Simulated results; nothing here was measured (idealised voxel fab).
Process module in this document: voxel double patterning
In the cross-section labelled cut, the width is 150 nm and each square cell is 5 nm.
Bands, listed from the top down, are how a cross-section gets written in this document; the cross-section itself is a grid of square cells, and a band is one or more rows of them.
Band: top height; bottom height; in nm. Then, left to right: material with width in nm, for each material. "throughout": a single material spanning edge to edge. "blank": empty space.
For the purposes of this specification, 0 denotes the height below which the wafer in its as-received condition is composed wholly of one material, and the lowermost band, lacking a lower limit, extends downward without end, as expressed in "0 down".
Per-row width for "30..40": begins at first number (top row of band), ends at second number (bottom row), increment between rows held constant.
For the purposes of this document, the phrase "remained unchanged" attached to a step denotes that no cell within the cross-section was modified by that step.
Entry "Closed void roster". Content: empty spaces with no open connection to the top, size 8 cells or greater. Each: width x height at distance. Distance: from left edge. Unit: nm.
Heads up: the bit after the settings on a step's line is the simulator's remark on that step.
Steps that use a mask can have "overlay nm" on their line. It says how far the mask sat to the right of where it was meant to be. Negative means to the left.
[The steps planned for the process are as follows]
1. RECEIVE, material Si
2. CONFORMAL_DEP, material SiO2, thk nm 10
3. DIRECTIONAL_DEP, material TiN, thk nm 10
4. DIRECTIONAL_DEP, material SiN, thk nm 5
5. MASKED_ETCH, tone open, mask id FIRST, width nm 15, pitch nm 50, etch materials SiN, depth nm 5, overlay nm 0
6. DIRECTIONAL_DEP, material aC, thk nm 15
7. PATTERN, tone open, mask id SECOND, material resist, width nm 15, pitch nm 50, thk nm 35, overlay nm -15
8. DIRECTIONAL_ETCH, etch materials aC, depth nm 15
9. STRIP, etch materials resist
10. DIRECTIONAL_ETCH, etch materials SiN, depth nm 5
11. STRIP, etch materials aC
12. DIRECTIONAL_ETCH, etch materials TiN, depth nm 10
13. STRIP, etch materials SiN
varied across the wafers: overlay nm of step 7. The plan shows the first wafer's value. All wafers start alike
[Cross-section of the first of several wafers as received (after step 1)]
  0 down: Si throughout
  Closed void roster: none
[The following table contains a row per wafer, in which are reported, at the conclusion of the module, the cells of each material gained (+) or lost (-) since the wafer's receipt, with its closed voids given thereafter]
overlay nm -15; +60 SiO2; +34 TiN; Closed void roster: none
overlay nm -10; +60 SiO2; +30 TiN; Closed void roster: none
overlay nm -5; +60 SiO2; +30 TiN; Closed void roster: none
overlay nm 0; +60 SiO2; +30 TiN; Closed void roster: none
overlay nm 5; +60 SiO2; +30 TiN; Closed void roster: none
overlay nm 10; +60 SiO2; +30 TiN; Closed void roster: none
overlay nm 15; +60 SiO2; +34 TiN; Closed void roster: none
